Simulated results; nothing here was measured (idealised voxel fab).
Process module heading - voxel fin reveal
For reference, the cross-section in this document is cut, with width 215 nm and square cells of 5 nm.
A cross-section in this document is a grid of square cells, and it is written down as bands, the top band listed before the ones below it; a band is made up of one or more rows of cells. The band entry comprises the height of the band's top followed by the height of its bottom, expressed in nm, and subsequently the band's materials from left to right, each stated together with its width in nm. Where a single material is marked with the word "edge to edge", that material fills the band from edge to edge. The word "empty" represents empty space. Ref level 0: as-received wafer is one material below here. Bottom band extends down with no lower bound ("0 and below"). Graded width ("30 to 40"): value in top row of band = first number; value in bottom row = second number; row-to-row change constant. "nothing got changed" (step): cross-section cells unchanged, all of them. Listed in "Sealed void listing": every empty space of 8 or more cells without an open way to the top. Form: width x height at distance, the distance being from the left edge, all in nm. Note: text after step settings on the step line = simulator remark on that step. overlay nm: right-of-plan distance of the mask on a masked step; negative values mean left-of-plan.

Planned process steps:
1. RECEIVE [material Si]
2. CONFORMAL_DEP [material SiN] [thk nm 5]
3. DIRECTIONAL_DEP [material aC] [thk nm 15]
4. PATTERN [tone cover] [mask id FINS] [material resist] [width nm 15] [pitch nm 40] [thk nm 35] [overlay nm 0]
5. DIRECTIONAL_ETCH [etch materials aC] [depth nm 15]
6. STRIP [etch materials resist]
7. DIRECTIONAL_ETCH [etch materials SiN] [depth nm 5]
8. DIRECTIONAL_ETCH [etch materials Si] [depth nm 40]
9. STRIP [etch materials aC]
10. OXIDIZE [depth nm 5]
11. FILL_DEP [material SiO2] [thk nm 10]
12. CMP [height nm 5]
13. SELECTIVE_ETCH [etch materials SiO2] [depth nm 15]
14. STRIP [etch materials SiN]
15. CONFORMAL_DEP [material HfO2] [thk nm 5]

Cross-section: wafer on arrival = after step 1:
0 and below | Si edge to edge
Sealed void listing: none

First of two wafers: cross-section at end of module, run per plan:
5 down to 0 | empty 60 / HfO2 15 / empty 25 / HfO2 15 / empty 25 / HfO2 15 / empty 60
0 down to -5 | empty 60 / HfO2 5 / Si 5 / HfO2 5 / empty 25 / HfO2 5 / Si 5 / HfO2 5 / empty 25 / HfO2 5 / Si 5 / HfO2 5 / empty 60
-5 down to -10 | HfO2 65 / Si 5 / HfO2 35 / Si 5 / HfO2 35 / Si 5 / HfO2 65
-10 down to -45 | SiO2 65 / Si 5 / SiO2 35 / Si 5 / SiO2 35 / Si 5 / SiO2 65
-45 and below | Si edge to edge
Sealed void listing: none

Second wafer through the module, sectioned at the end: same beginning and same plan as the first wafer, with one mistake in carrying it out:
0 down to -10 | empty 65 / Si 5 / empty 35 / Si 5 / empty 35 / Si 5 / empty 65
-10 down to -45 | SiO2 65 / Si 5 / SiO2 35 / Si 5 / SiO2 35 / Si 5 / SiO2 65
-45 and below | Si edge to edge
Sealed void listing: none
Against the plan, the run slipped here: it should be noted that step 15 of the plan was omitted and was not performed
Per the end-of-run cell counts, the second wafer holds more or fewer of some materials than the first: -55 HfO2
